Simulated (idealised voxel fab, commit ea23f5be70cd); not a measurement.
This section sets out a process module, namely voxel ribs on slabs.
The figure presents cross-section cut, which has a width of 200 nm and is divided into square cells with an edge length of 5 nm.
Format of a cross-section: grid, square cells. Given as bands. Order: top down. Band: one or more rows of cells. In this notation a band is specified by the heights of its top and bottom, in that order and in nm, after which its materials appear from left to right, each paired with its width in nm. The word "edge to edge" attached to a single material means that material fills the band from edge to edge; the word "empty" stands for empty space. For the purposes of this specification, 0 denotes the height below which the wafer in its as-received condition is composed wholly of one material, and the lowermost band, lacking a lower limit, extends downward without end, as expressed in "from 0 down". Graded width ("30->40"): value in top row of band = first number; value in bottom row = second number; row-to-row change constant. "no change" after a step means that no cell of the cross-section changed. Look at "Enclosed void entries" for the closed voids: empty spaces with no open path to the top, sized 8 cells or up. Each is width x height at distance, distance from the left edge, all nm. It should be noted that, on the line of a given step, the content following the step's settings is a remark produced by the simulator itself with respect to that step. If you see "overlay nm" on a step's line and that step has a mask, it's telling you how far right of where it was planned the mask ended up; a negative number means it went left instead.
Process steps foreseen in the plan:
- 1: RECEIVE with material Si
- 2: DIRECTIONAL_DEP with material SiO2, thk nm 25
- 3: DIRECTIONAL_DEP with material polySi, thk nm 25
- 4: PATTERN with tone cover, mask id RIB, material resist, width nm 15, thk nm 15, overlay nm 0
- 5: DIRECTIONAL_ETCH with etch materials polySi, depth nm 15
- 6: STRIP with etch materials resist
- 7: PATTERN with tone cover, mask id SLAB, material resist, width nm 45, thk nm 20, overlay nm 0
- 8: DIRECTIONAL_ETCH with etch materials polySi, depth nm 10
- 9: STRIP with etch materials resist
- 10: FILL_DEP with material SiO2, thk nm 25
- 11: CMP with height nm 70
- 12: DIRECTIONAL_DEP with material W, thk nm 5
- 13: DIRECTIONAL_DEP with material aC, thk nm 10
- 14: PATTERN with tone cover, mask id HEATER, material resist, width nm 25, thk nm 25, overlay nm 0
- 15: DIRECTIONAL_ETCH with etch materials aC, depth nm 10
- 16: STRIP with etch materials resist
- 17: DIRECTIONAL_ETCH with etch materials W, depth nm 5
- 18: STRIP with etch materials aC
- 19: CONFORMAL_DEP with material SiN, thk nm 5
first wafer, as planned:
The cross-section here shows the wafer as received, i.e. in its state after step 1:
	from 0 down | Si edge to edge
	Enclosed void entries: none
The following cross-section depicts the wafer upon completion of step 2:
	from 25 to 0 | SiO2 edge to edge
	Anything lower than 0 is untouched.
The following cross-section depicts the wafer upon completion of step 3:
	from 50 to 25 | polySi edge to edge
	Anything lower than 25 is untouched.
The following cross-section depicts the wafer upon completion of step 4:
	from 65 to 50 | empty 90 | resist 15 | empty 95
	Anything lower than 50 is untouched.
The following cross-section depicts the wafer upon completion of step 5:
	from 65 to 50 | empty 90 | resist 15 | empty 95
	from 50 to 35 | empty 90 | polySi 15 | empty 95
	Anything lower than 35 is untouched.
The following cross-section depicts the wafer upon completion of step 6:
	from 50 to 35 | empty 90 | polySi 15 | empty 95
	Anything lower than 35 is untouched.
The following cross-section depicts the wafer upon completion of step 7:
	from 70 to 50 | empty 75 | resist 45 | empty 80
	from 50 to 35 | empty 75 | resist 15 | polySi 15 | resist 15 | empty 80
	Anything lower than 35 is untouched.
The following cross-section depicts the wafer upon completion of step 8:
	from 70 to 50 | empty 75 | resist 45 | empty 80
	from 50 to 35 | empty 75 | resist 15 | polySi 15 | resist 15 | empty 80
	from 35 to 25 | empty 75 | polySi 45 | empty 80
	Anything lower than 25 is untouched.
The following cross-section depicts the wafer upon completion of step 9:
	from 50 to 35 | empty 90 | polySi 15 | empty 95
	Anything lower than 35 is untouched.
The following cross-section depicts the wafer upon completion of step 10:
	from 75 to 50 | SiO2 edge to edge
	from 50 to 35 | SiO2 90 | polySi 15 | SiO2 95
	from 35 to 25 | SiO2 75 | polySi 45 | SiO2 80
	Anything lower than 25 is untouched.
The following cross-section depicts the wafer upon completion of step 11:
	from 70 to 50 | SiO2 edge to edge
	Anything lower than 50 is untouched.
The following cross-section depicts the wafer upon completion of step 12:
	from 75 to 70 | W edge to edge
	Anything lower than 70 is untouched.
The following cross-section depicts the wafer upon completion of step 13:
	from 85 to 75 | aC edge to edge
	Anything lower than 75 is untouched.
The following cross-section depicts the wafer upon completion of step 14:
	from 110 to 85 | empty 85 | resist 25 | empty 90
	Anything lower than 85 is untouched.
The following cross-section depicts the wafer upon completion of step 15:
	from 100 to 85 | empty 85 | resist 25 | empty 90
	from 85 to 75 | empty 85 | aC 25 | empty 90
	Anything lower than 75 is untouched.
The following cross-section depicts the wafer upon completion of step 16:
	from 85 to 75 | empty 85 | aC 25 | empty 90
	Anything lower than 75 is untouched.
The following cross-section depicts the wafer upon completion of step 17:
	from 85 to 75 | empty 85 | aC 25 | empty 90
	from 75 to 70 | empty 85 | W 25 | empty 90
	Anything lower than 70 is untouched.
The following cross-section depicts the wafer upon completion of step 18:
	from 75 to 70 | empty 85 | W 25 | empty 90
	Anything lower than 70 is untouched.
The following cross-section depicts the wafer upon completion of step 19:
	from 80 to 75 | empty 80 | SiN 35 | empty 85
	from 75 to 70 | SiN 85 | W 25 | SiN 90
	Anything lower than 70 is untouched.
The second wafer: identical to the first at the outset and in its planned sequence, differing only in that one mistake was made during processing; up to and including step 12, its path is the first wafer's path:
Second wafer profile in section, at the moment step 13 of the plan was meant to be complete:
	from 85 to 75 | SiN edge to edge
	Anything lower than 75 is untouched.
Second wafer profile in section, at the moment step 14 of the plan was meant to be complete:
	from 110 to 85 | empty 85 | resist 25 | empty 90
	Anything lower than 85 is untouched.
Second wafer profile in section, at the moment step 15 of the plan was meant to be complete:
	from 100 to 85 | empty 85 | resist 25 | empty 90
	Anything lower than 85 is untouched.
Second wafer profile in section, at the moment step 16 of the plan was meant to be complete:
	from 85 to 75 | SiN edge to edge
	Anything lower than 75 is untouched.
Second wafer profile in section, at the moment step 17 of the plan was meant to be complete: no change
Second wafer profile in section, at the moment step 18 of the plan was meant to be complete: no change
Second wafer profile in section, at the moment step 19 of the plan was meant to be complete:
	from 90 to 75 | SiN edge to edge
	Anything lower than 75 is untouched.
Against the plan, the run slipped here: it should be noted that step 13 was executed with settings other than those planned, the operation and settings actually applied being DIRECTIONAL_DEP with material SiN, thk nm 10
It is noted that, at the conclusion of processing, the second wafer exhibits a higher or lower cell count for certain materials relative to the first: SiN +78 | W +35
